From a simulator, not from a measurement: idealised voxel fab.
Module name: voxel double patterning (process module)
Each square cell in cross-section cut measures 5 nm, and the section as a whole is 160 nm wide.
In this document a cross-section is written as a grid of square cells. It is given as a series of bands, listed from the top down, and a band is one or more rows of cells. Within each band entry, the heights of the top and of the bottom of the band appear first, in that order and in nm; the materials of the band then follow from left to right, each with its corresponding width in nm. The designation "throughout" on a single material indicates that it fills the band from edge to edge; the designation "blank" indicates empty space. Counting heights begins at 0, where everything beneath is, in the wafer as received, one material. The lowest band has no bottom; it goes on downwards, as "from 0 down" shows. So if you see something like "30..40" for the width, read it as the top row of the band sitting at the first number and the bottom row at the second, with every row in between moving by the same amount as the last. For the purposes of this document, the phrase "no change" attached to a step denotes that no cell within the cross-section was modified by that step. "Closed empty spaces" enumerates empty spaces isolated from the top, with no open way to it, that contain at least 8 cells, giving each as width x height at distance from the left edge, all three in nm. after a step's settings: what the simulator itself notes on the step. overlay nm: where the mask lay relative to plan, measured to the right, on steps with a mask; negatives go left.

# Set out below are the planned steps of the process
1. RECEIVE [material Si]
2. CONFORMAL_DEP [material SiO2] [thk nm 5]
3. DIRECTIONAL_DEP [material TiN] [thk nm 10]
4. DIRECTIONAL_DEP [material SiCN] [thk nm 5]
5. PATTERN [tone open] [mask id FIRST] [material resist] [width nm 15] [pitch nm 50] [thk nm 20] [overlay nm 0]
6. DIRECTIONAL_ETCH [etch materials SiCN] [depth nm 5]
7. STRIP [etch materials resist]
8. PATTERN [tone open] [mask id SECOND] [material resist] [width nm 15] [thk nm 20] [overlay nm 0]
9. DIRECTIONAL_ETCH [etch materials SiCN] [depth nm 5]
10. STRIP [etch materials resist]
11. DIRECTIONAL_ETCH [etch materials TiN] [depth nm 10]
12. STRIP [etch materials SiCN]

# Wafer at receipt (post step 1), cross-section
	from 0 down = Si throughout
	Closed empty spaces: none

# Cross-sectional result after module completion. Note: starting condition and plan are unchanged from above; one processing mistake was made
	from 15 to 10 = SiO2 throughout
	from 10 to 0 = TiN throughout
	from 0 down = Si throughout
	Closed empty spaces: none
Nonconformance to the process plan: the processing plan was not followed for steps 2 and 3, which were run with their positions exchanged
